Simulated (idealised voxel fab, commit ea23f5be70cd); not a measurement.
process module | voxel double patterning
cross-section cut | 250 nm wide | cells 5 nm
A cross-section is a grid of square cells, given in bands from the top down. A band is one or more rows of cells.
Each band's line starts with the height of the band's top and of its bottom, in nm. Then come its materials from left to right, each with its width in nm. One material with "throughout" fills the band from edge to edge. "air" is empty space.
Height 0 is the level under which the wafer as received is all one material. The lowest band goes on downwards, as in "0 down".
A width such as "30 to 40" changes by the same amount from each row of cells to the next, from the band's top row to its bottom row.
"no change" after a step means that no cell of the cross-section changed.
closed voids: empty space of 8 cells or more with no open way to the top, each as width x height at its distance from the left edge, in nm
after a step's settings: what the simulator itself notes on the step
overlay nm, on a step with a mask: how far to the right of its planned place the mask lay; to the left if negative
plan
1 op RECEIVE | material Si
2 op CONFORMAL_DEP | material SiN | thk nm 10
3 op DIRECTIONAL_DEP | material SiO2 | thk nm 20
4 op DIRECTIONAL_DEP | material SiCN | thk nm 10
5 op MASKED_ETCH | tone open | mask id FIRST | width nm 15 | pitch nm 50 | etch materials SiCN | depth nm 10 | overlay nm 0
6 op DIRECTIONAL_DEP | material aC | thk nm 10
7 op PATTERN | tone open | mask id SECOND | material resist | width nm 15 | pitch nm 50 | thk nm 30 | overlay nm 0
8 op DIRECTIONAL_ETCH | etch materials aC | depth nm 10
9 op STRIP | etch materials resist
10 op DIRECTIONAL_ETCH | etch materials SiCN | depth nm 10
11 op STRIP | etch materials aC
12 op DIRECTIONAL_ETCH | etch materials SiO2 | depth nm 20
13 op STRIP | etch materials SiCN
first wafer, as planned
as received, after step 1
  0 down: Si throughout
  closed voids: none
after step 2
  10 to 0: SiN throughout
  below 0: unchanged
after step 3
  30 to 10: SiO2 throughout
  below 10: unchanged
after step 4
  40 to 30: SiCN throughout
  below 30: unchanged
after step 5
  40 to 30: SiCN 65 | air 15 | SiCN 35 | air 15 | SiCN 35 | air 15 | SiCN 70
  below 30: unchanged
after step 6
  50 to 40: aC 65 | air 15 | aC 35 | air 15 | aC 35 | air 15 | aC 70
  40 to 30: SiCN 65 | aC 15 | SiCN 35 | aC 15 | SiCN 35 | aC 15 | SiCN 70
  below 30: unchanged
after step 7
  80 to 50: resist 90 | air 15 | resist 35 | air 15 | resist 95
  50 to 40: aC 65 | resist 15 | aC 35 | resist 15 | aC 35 | resist 15 | aC 70
  below 40: unchanged
after step 8
  70 to 50: resist 90 | air 15 | resist 35 | air 15 | resist 95
  50 to 40: aC 65 | resist 15 | aC 10 | air 15 | aC 10 | resist 15 | aC 10 | air 15 | aC 10 | resist 15 | aC 70
  below 40: unchanged
after step 9
  50 to 40: aC 65 | air 15 | aC 10 | air 15 | aC 10 | air 15 | aC 10 | air 15 | aC 10 | air 15 | aC 70
  below 40: unchanged
after step 10
  50 to 40: aC 65 | air 15 | aC 10 | air 15 | aC 10 | air 15 | aC 10 | air 15 | aC 10 | air 15 | aC 70
  40 to 30: SiCN 65 | aC 15 | SiCN 10 | air 15 | SiCN 10 | aC 15 | SiCN 10 | air 15 | SiCN 10 | aC 15 | SiCN 70
  below 30: unchanged
after step 11
  40 to 30: SiCN 65 | air 15 | SiCN 10 | air 15 | SiCN 10 | air 15 | SiCN 10 | air 15 | SiCN 10 | air 15 | SiCN 70
  below 30: unchanged
after step 12
  40 to 30: SiCN 65 | air 15 | SiCN 10 | air 15 | SiCN 10 | air 15 | SiCN 10 | air 15 | SiCN 10 | air 15 | SiCN 70
  30 to 10: SiO2 65 | air 15 | SiO2 10 | air 15 | SiO2 10 | air 15 | SiO2 10 | air 15 | SiO2 10 | air 15 | SiO2 70
  below 10: unchanged
after step 13
  30 to 10: SiO2 65 | air 15 | SiO2 10 | air 15 | SiO2 10 | air 15 | SiO2 10 | air 15 | SiO2 10 | air 15 | SiO2 70
  below 10: unchanged
second wafer: like start, like plan, one mistake. Through step 2 it matches the first wafer
when step 3 should have ended
  25 to 10: SiO2 throughout
  below 10: unchanged
when step 4 should have ended
  35 to 25: SiCN throughout
  below 25: unchanged
when step 5 should have ended
  35 to 25: SiCN 65 | air 15 | SiCN 35 | air 15 | SiCN 35 | air 15 | SiCN 70
  below 25: unchanged
when step 6 should have ended
  45 to 35: aC 65 | air 15 | aC 35 | air 15 | aC 35 | air 15 | aC 70
  35 to 25: SiCN 65 | aC 15 | SiCN 35 | aC 15 | SiCN 35 | aC 15 | SiCN 70
  below 25: unchanged
when step 7 should have ended
  75 to 45: resist 90 | air 15 | resist 35 | air 15 | resist 95
  45 to 35: aC 65 | resist 15 | aC 35 | resist 15 | aC 35 | resist 15 | aC 70
  below 35: unchanged
when step 8 should have ended
  65 to 45: resist 90 | air 15 | resist 35 | air 15 | resist 95
  45 to 35: aC 65 | resist 15 | aC 10 | air 15 | aC 10 | resist 15 | aC 10 | air 15 | aC 10 | resist 15 | aC 70
  below 35: unchanged
when step 9 should have ended
  45 to 35: aC 65 | air 15 | aC 10 | air 15 | aC 10 | air 15 | aC 10 | air 15 | aC 10 | air 15 | aC 70
  below 35: unchanged
when step 10 should have ended
  45 to 35: aC 65 | air 15 | aC 10 | air 15 | aC 10 | air 15 | aC 10 | air 15 | aC 10 | air 15 | aC 70
  35 to 25: SiCN 65 | aC 15 | SiCN 10 | air 15 | SiCN 10 | aC 15 | SiCN 10 | air 15 | SiCN 10 | aC 15 | SiCN 70
  below 25: unchanged
when step 11 should have ended
  35 to 25: SiCN 65 | air 15 | SiCN 10 | air 15 | SiCN 10 | air 15 | SiCN 10 | air 15 | SiCN 10 | air 15 | SiCN 70
  below 25: unchanged
when step 12 should have ended
  35 to 25: SiCN 65 | air 15 | SiCN 10 | air 15 | SiCN 10 | air 15 | SiCN 10 | air 15 | SiCN 10 | air 15 | SiCN 70
  25 to 10: SiO2 65 | air 15 | SiO2 10 | air 15 | SiO2 10 | air 15 | SiO2 10 | air 15 | SiO2 10 | air 15 | SiO2 70
  below 10: unchanged
when step 13 should have ended
  25 to 10: SiO2 65 | air 15 | SiO2 10 | air 15 | SiO2 10 | air 15 | SiO2 10 | air 15 | SiO2 10 | air 15 | SiO2 70
  below 10: unchanged
what went wrong: step 3 ran as: op DIRECTIONAL_DEP | material SiO2 | thk nm 15
at the end the second wafer has, in cells: 35 fewer of SiO2
